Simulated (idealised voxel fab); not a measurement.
You're looking at the process module voxel air gaps.
Each square cell in cross-section cut measures 5 nm, and the section as a whole is 230 nm wide.
How to read a cross-section here: the picture is a grid of square cells, written as bands going from the top down, and any band can span one or more rows of cells.
Within each band entry, the heights of the top and of the bottom of the band appear first, in that order and in nm; the materials of the band then follow from left to right, each with its corresponding width in nm. The designation "everywhere" on a single material indicates that it fills the band from edge to edge; the designation "empty" indicates empty space.
Heights from 0 (as-received wafer is one material below). Bottom band endless downward, as "0 down".
Read "30 to 40" as a graded width: first number on top, second number at the bottom, same change between each pair of neighbouring rows.
"nothing was modified", as given for a step, is the statement that not any cell of the cross-section underwent a change during that step.
"Unvented cavities" means: voids of 8 cells or more that are shut off from the top with no open way through. Written width x height at distance, distance from the left edge, in nm.
Whatever follows a step's settings on its line is a remark the simulator itself makes about that step.
overlay nm: step with mask; distance mask lay right of planned place; negative value = left of planned place.
LIST OF PLANNED PROCESS STEPS
- 1: RECEIVE [material Si]
- 2: CONFORMAL_DEP [material SiO2] [thk nm 10]
- 3: CONFORMAL_DEP [material SiCN] [thk nm 5]
- 4: DIRECTIONAL_DEP [material SiO2] [thk nm 35]
- 5: PATTERN [tone open] [mask id LINES] [material resist] [width nm 15] [pitch nm 40] [thk nm 20] [overlay nm 0]
- 6: DIRECTIONAL_ETCH [etch materials SiO2] [depth nm 35]
- 7: STRIP [etch materials resist]
- 8: CONFORMAL_DEP [material TiN] [thk nm 5]
- 9: FILL_DEP [material W] [thk nm 5]
- 10: CMP [height nm 50]
- 11: EPI [material Ru] [thk nm 10]
- 12: SELECTIVE_ETCH [etch materials SiO2] [depth nm 45]
- 13: CONFORMAL_DEP [material SiCN] [thk nm 5]
CROSS-SECTIONAL VIEW OF THE WAFER IN ITS AS-RECEIVED CONDITION, CORRESPONDING TO THE STATE AFTER STEP 1
* 0 down = Si everywhere
* Unvented cavities: none
A WAFER AT THE END: THIS START, THIS PLAN, ONE MISTAKE
* 75 to 70 = 40 empty / 145 SiCN / 45 empty
* 70 to 50 = 40 empty / 5 SiCN / 135 Ru / 5 SiCN / 45 empty
* 50 to 45 = 40 empty / 25 SiCN / 5 TiN / 5 W / 5 TiN / 25 SiO2 / 5 TiN / 5 W / 5 TiN / 25 SiO2 / 5 TiN / 5 W / 5 TiN / 25 SiCN / 45 empty
* 45 to 20 = 60 empty / 5 SiCN / 5 TiN / 5 W / 5 TiN / 25 SiO2 / 5 TiN / 5 W / 5 TiN / 25 SiO2 / 5 TiN / 5 W / 5 TiN / 5 SiCN / 65 empty
* 20 to 15 = 65 SiCN / 15 TiN / 25 SiO2 / 15 TiN / 25 SiO2 / 15 TiN / 70 SiCN
* 15 to 10 = SiCN everywhere
* 10 to 0 = SiO2 everywhere
* 0 down = Si everywhere
* Unvented cavities: none
In executing the process, a mistake was made relative to the plan: step 11 of the plan was carried out twice
